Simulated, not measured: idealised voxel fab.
process module | voxel ribs on slabs
cross-section cut | 290 nm wide | cells 5 nm
A cross-section is a grid of square cells, given in bands from the top down. A band is one or more rows of cells.
Each band's line starts with the height of the band's top and of its bottom, in nm. Then come its materials from left to right, each with its width in nm. One material with "throughout" fills the band from edge to edge. "air" is empty space.
Height 0 is the level under which the wafer as received is all one material. The lowest band goes on downwards, as in "0 down".
A width such as "30 to 40" changes by the same amount from each row of cells to the next, from the band's top row to its bottom row.
"no change" after a step means that no cell of the cross-section changed.
closed voids: empty space of 8 cells or more with no open way to the top, each as width x height at its distance from the left edge, in nm
after a step's settings: what the simulator itself notes on the step
overlay nm, on a step with a mask: how far to the right of its planned place the mask lay; to the left if negative
plan
1 op RECEIVE | material Si
2 op DIRECTIONAL_DEP | material SiO2 | thk nm 25
3 op DIRECTIONAL_DEP | material SiN | thk nm 15
4 op DIRECTIONAL_DEP | material aC | thk nm 15
5 op PATTERN | tone cover | mask id RIB | material resist | width nm 25 | thk nm 30 | overlay nm 0
6 op DIRECTIONAL_ETCH | etch materials aC | depth nm 15
7 op STRIP | etch materials resist
8 op DIRECTIONAL_ETCH | etch materials SiN | depth nm 10
9 op STRIP | etch materials aC
10 op DIRECTIONAL_DEP | material aC | thk nm 10
11 op PATTERN | tone cover | mask id SLAB | material resist | width nm 85 | thk nm 25 | overlay nm 0
12 op DIRECTIONAL_ETCH | etch materials aC | depth nm 10
13 op STRIP | etch materials resist
14 op DIRECTIONAL_ETCH | etch materials SiN | depth nm 5
15 op STRIP | etch materials aC
16 op FILL_DEP | material SiO2 | thk nm 15
17 op CMP | height nm 50
18 op DIRECTIONAL_DEP | material TiN | thk nm 10
19 op DIRECTIONAL_DEP | material aC | thk nm 15
20 op PATTERN | tone cover | mask id HEATER | material resist | width nm 35 | thk nm 30 | overlay nm 0
21 op DIRECTIONAL_ETCH | etch materials aC | depth nm 15
22 op STRIP | etch materials resist
23 op DIRECTIONAL_ETCH | etch materials TiN | depth nm 10
24 op STRIP | etch materials aC
25 op CONFORMAL_DEP | material SiN | thk nm 10
as received, after step 1
  0 down: Si throughout
  closed voids: none
a wafer at the end: this start, this plan, one mistake
  70 to 60: air 115 | SiN 55 | air 120
  60 to 50: SiN 125 | TiN 35 | SiN 130
  50 to 40: SiO2 130 to 100 | SiN 25 to 85 | SiO2 135 to 105
  40 to 25: SiN throughout
  25 to 0: SiO2 throughout
  0 down: Si throughout
  closed voids: none
what went wrong: step 3 was run twice
